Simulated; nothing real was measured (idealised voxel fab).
The following is a process module called voxel trench capacitor.
The width of the displayed cross-section, cut, is 140 nm; its cells are square, with a size of 5 nm.
Heads up, the way a cross-section reads in here is a grid of square cells, handed over as bands from the top down, with every band being one or more rows of cells.
Within each band entry, the heights of the top and of the bottom of the band appear first, in that order and in nm; the materials of the band then follow from left to right, each with its corresponding width in nm. The designation "all across" on a single material indicates that it fills the band from edge to edge; the designation "empty" indicates empty space.
Where do heights start? At 0: under that level the wafer as delivered is made of one material only. And the lowest band has no floor; it just carries on downward, as in "0..down".
Top row gets the first number, bottom row gets the second, and each row in between changes by the same step: that is how a band width like "30->40" works.
The designation "changes: none", where it is given for a processing step, indicates that no cell of the cross-section was altered in the course of that step.
"Non-vented voids": sealed empty spaces, 8 cells or more, no open way to top, listed width x height at distance, with distance from the left edge and width, height and distance in nm.
Where a step's line continues beyond its settings, the continuation is a remark by the simulator itself on that step.
Each step line may optionally specify "overlay nm", which for a step with a mask gives the rightward distance between the mask's planned place and where it lay, a negative value indicating the leftward direction.

SO HERE'S THE LINEUP OF PROCESS STEPS WE PLANNED
1) RECEIVE [material Si]
2) CONFORMAL_DEP [material SiN] [thk nm 10]
3) DIRECTIONAL_DEP [material aC] [thk nm 10]
4) PATTERN [tone open] [mask id TRENCH] [material resist] [width nm 15] [pitch nm 35] [thk nm 25] [overlay nm 0]
5) DIRECTIONAL_ETCH [etch materials aC] [depth nm 10]
6) STRIP [etch materials resist]
7) DIRECTIONAL_ETCH [etch materials SiN] [depth nm 10]
8) DIRECTIONAL_ETCH [etch materials Si] [depth nm 25]
9) STRIP [etch materials aC]
10) CONFORMAL_DEP [material SiO2] [thk nm 5]
11) FILL_DEP [material polySi] [thk nm 10]
12) CMP [height nm 10]

AS-RECEIVED STATE OF THE WAFER IN CROSS-SECTION, EQUIVALENT TO POST-STEP 1
    0..down | Si all across
    Non-vented voids: none

FINAL CROSS-SECTION, MODULE RUN WITH ONE MISTAKE (START AND PLAN AS ABOVE)
    10..0 | 15 nm SiN / 5 nm SiO2 / 5 nm polySi / 5 nm SiO2 / 20 nm SiN / 5 nm SiO2 / 5 nm polySi / 5 nm SiO2 / 20 nm SiN / 5 nm SiO2 / 5 nm polySi / 5 nm SiO2 / 40 nm SiN
    0..-20 | 15 nm Si / 5 nm SiO2 / 5 nm polySi / 5 nm SiO2 / 20 nm Si / 5 nm SiO2 / 5 nm polySi / 5 nm SiO2 / 20 nm Si / 5 nm SiO2 / 5 nm polySi / 5 nm SiO2 / 40 nm Si
    -20..-25 | 15 nm Si / 15 nm SiO2 / 20 nm Si / 15 nm SiO2 / 20 nm Si / 15 nm SiO2 / 40 nm Si
    -25..down | Si all across
    Non-vented voids: none
Deviation from plan: step 4 was run on a setting that differed from the plan, and what really ran there is PATTERN [tone open] [mask id TRENCH] [material resist] [width nm 15] [pitch nm 35] [thk nm 25] [overlay nm -10]
